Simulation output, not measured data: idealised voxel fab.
process module | voxel air gaps
cross-section cut | 265 nm wide | cells 5 nm
A cross-section is a grid of square cells, given in bands from the top down. A band is one or more rows of cells.
Each band's line starts with the height of the band's top and of its bottom, in nm. Then come its materials from left to right, each with its width in nm. One material with "throughout" fills the band from edge to edge. "air" is empty space.
Height 0 is the level under which the wafer as received is all one material. The lowest band goes on downwards, as in "0 down".
A width such as "30 to 40" changes by the same amount from each row of cells to the next, from the band's top row to its bottom row.
"no change" after a step means that no cell of the cross-section changed.
closed voids: empty space of 8 cells or more with no open way to the top, each as width x height at its distance from the left edge, in nm
after a step's settings: what the simulator itself notes on the step
overlay nm, on a step with a mask: how far to the right of its planned place the mask lay; to the left if negative
plan
1 op RECEIVE | material Si
2 op CONFORMAL_DEP | material SiO2 | thk nm 10
3 op CONFORMAL_DEP | material SiCN | thk nm 5
4 op DIRECTIONAL_DEP | material lowk | thk nm 40
5 op MASKED_ETCH | tone open | mask id LINES | width nm 20 | pitch nm 45 | etch materials lowk | depth nm 40 | overlay nm 0
6 op CONFORMAL_DEP | material TiN | thk nm 5
7 op FILL_DEP | material W | thk nm 5
8 op CMP | height nm 55
9 op EPI | material Ru | thk nm 10
10 op SELECTIVE_ETCH | etch materials lowk | depth nm 50
11 op CONFORMAL_DEP | material SiCN | thk nm 5
first wafer, as planned
as received, after step 1
  0 down: Si throughout
  closed voids: none
after step 2
  10 to 0: SiO2 throughout
  below 0: unchanged
after step 3
  15 to 10: SiCN throughout
  below 10: unchanged
after step 4
  55 to 15: lowk throughout
  below 15: unchanged
after step 5
  55 to 15: lowk 75 | air 20 | lowk 25 | air 20 | lowk 25 | air 20 | lowk 80
  below 15: unchanged
after step 6
  60 to 55: TiN 80 | air 10 | TiN 35 | air 10 | TiN 35 | air 10 | TiN 85
  55 to 20: lowk 75 | TiN 5 | air 10 | TiN 5 | lowk 25 | TiN 5 | air 10 | TiN 5 | lowk 25 | TiN 5 | air 10 | TiN 5 | lowk 80
  20 to 15: lowk 75 | TiN 20 | lowk 25 | TiN 20 | lowk 25 | TiN 20 | lowk 80
  below 15: unchanged
after step 7
  65 to 60: W throughout
  60 to 55: TiN 80 | W 10 | TiN 35 | W 10 | TiN 35 | W 10 | TiN 85
  55 to 20: lowk 75 | TiN 5 | W 10 | TiN 5 | lowk 25 | TiN 5 | W 10 | TiN 5 | lowk 25 | TiN 5 | W 10 | TiN 5 | lowk 80
  below 20: unchanged
after step 8
  55 to 20: lowk 75 | TiN 5 | W 10 | TiN 5 | lowk 25 | TiN 5 | W 10 | TiN 5 | lowk 25 | TiN 5 | W 10 | TiN 5 | lowk 80
  below 20: unchanged
after step 9
  65 to 55: air 65 | Ru 40 | air 5 | Ru 40 | air 5 | Ru 40 | air 70
  below 55: unchanged
after step 10
  65 to 55: air 65 | Ru 40 | air 5 | Ru 40 | air 5 | Ru 40 | air 70
  55 to 20: air 75 | TiN 5 | W 10 | TiN 5 | air 25 | TiN 5 | W 10 | TiN 5 | air 25 | TiN 5 | W 10 | TiN 5 | air 80
  20 to 15: air 75 | TiN 20 | air 25 | TiN 20 | air 25 | TiN 20 | air 80
  below 15: unchanged
after step 11
  70 to 65: air 60 | SiCN 140 | air 65
  65 to 55: air 60 | SiCN 5 | Ru 40 | SiCN 5 | Ru 40 | SiCN 5 | Ru 40 | SiCN 5 | air 65
  55 to 50: air 60 | SiCN 15 | TiN 5 | W 10 | TiN 5 | SiCN 25 | TiN 5 | W 10 | TiN 5 | SiCN 25 | TiN 5 | W 10 | TiN 5 | SiCN 15 | air 65
  50 to 20: air 70 | SiCN 5 | TiN 5 | W 10 | TiN 5 | SiCN 5 | air 15 | SiCN 5 | TiN 5 | W 10 | TiN 5 | SiCN 5 | air 15 | SiCN 5 | TiN 5 | W 10 | TiN 5 | SiCN 5 | air 75
  20 to 15: SiCN 75 | TiN 20 | SiCN 25 | TiN 20 | SiCN 25 | TiN 20 | SiCN 80
  below 15: unchanged
  closed voids: 15 x 30 at 100; 15 x 30 at 145
second wafer: like start, like plan, one mistake. Through step 5 it matches the first wafer
when step 6 should have ended
  60 to 55: Ru 80 | air 10 | Ru 35 | air 10 | Ru 35 | air 10 | Ru 85
  55 to 20: lowk 75 | Ru 5 | air 10 | Ru 5 | lowk 25 | Ru 5 | air 10 | Ru 5 | lowk 25 | Ru 5 | air 10 | Ru 5 | lowk 80
  20 to 15: lowk 75 | Ru 20 | lowk 25 | Ru 20 | lowk 25 | Ru 20 | lowk 80
  below 15: unchanged
when step 7 should have ended
  65 to 60: W throughout
  60 to 55: Ru 80 | W 10 | Ru 35 | W 10 | Ru 35 | W 10 | Ru 85
  55 to 20: lowk 75 | Ru 5 | W 10 | Ru 5 | lowk 25 | Ru 5 | W 10 | Ru 5 | lowk 25 | Ru 5 | W 10 | Ru 5 | lowk 80
  below 20: unchanged
when step 8 should have ended
  55 to 20: lowk 75 | Ru 5 | W 10 | Ru 5 | lowk 25 | Ru 5 | W 10 | Ru 5 | lowk 25 | Ru 5 | W 10 | Ru 5 | lowk 80
  below 20: unchanged
when step 9 should have ended
  65 to 55: air 65 | Ru 40 | air 5 | Ru 40 | air 5 | Ru 40 | air 70
  below 55: unchanged
when step 10 should have ended
  65 to 55: air 65 | Ru 40 | air 5 | Ru 40 | air 5 | Ru 40 | air 70
  55 to 20: air 75 | Ru 5 | W 10 | Ru 5 | air 25 | Ru 5 | W 10 | Ru 5 | air 25 | Ru 5 | W 10 | Ru 5 | air 80
  20 to 15: air 75 | Ru 20 | air 25 | Ru 20 | air 25 | Ru 20 | air 80
  below 15: unchanged
when step 11 should have ended
  70 to 65: air 60 | SiCN 140 | air 65
  65 to 55: air 60 | SiCN 5 | Ru 40 | SiCN 5 | Ru 40 | SiCN 5 | Ru 40 | SiCN 5 | air 65
  55 to 50: air 60 | SiCN 15 | Ru 5 | W 10 | Ru 5 | SiCN 25 | Ru 5 | W 10 | Ru 5 | SiCN 25 | Ru 5 | W 10 | Ru 5 | SiCN 15 | air 65
  50 to 20: air 70 | SiCN 5 | Ru 5 | W 10 | Ru 5 | SiCN 5 | air 15 | SiCN 5 | Ru 5 | W 10 | Ru 5 | SiCN 5 | air 15 | SiCN 5 | Ru 5 | W 10 | Ru 5 | SiCN 5 | air 75
  20 to 15: SiCN 75 | Ru 20 | SiCN 25 | Ru 20 | SiCN 25 | Ru 20 | SiCN 80
  below 15: unchanged
  closed voids: 15 x 30 at 100; 15 x 30 at 145
what went wrong: step 6 ran as: op CONFORMAL_DEP | material Ru | thk nm 5
at the end the second wafer has, in cells: 54 more of Ru | 54 fewer of TiN
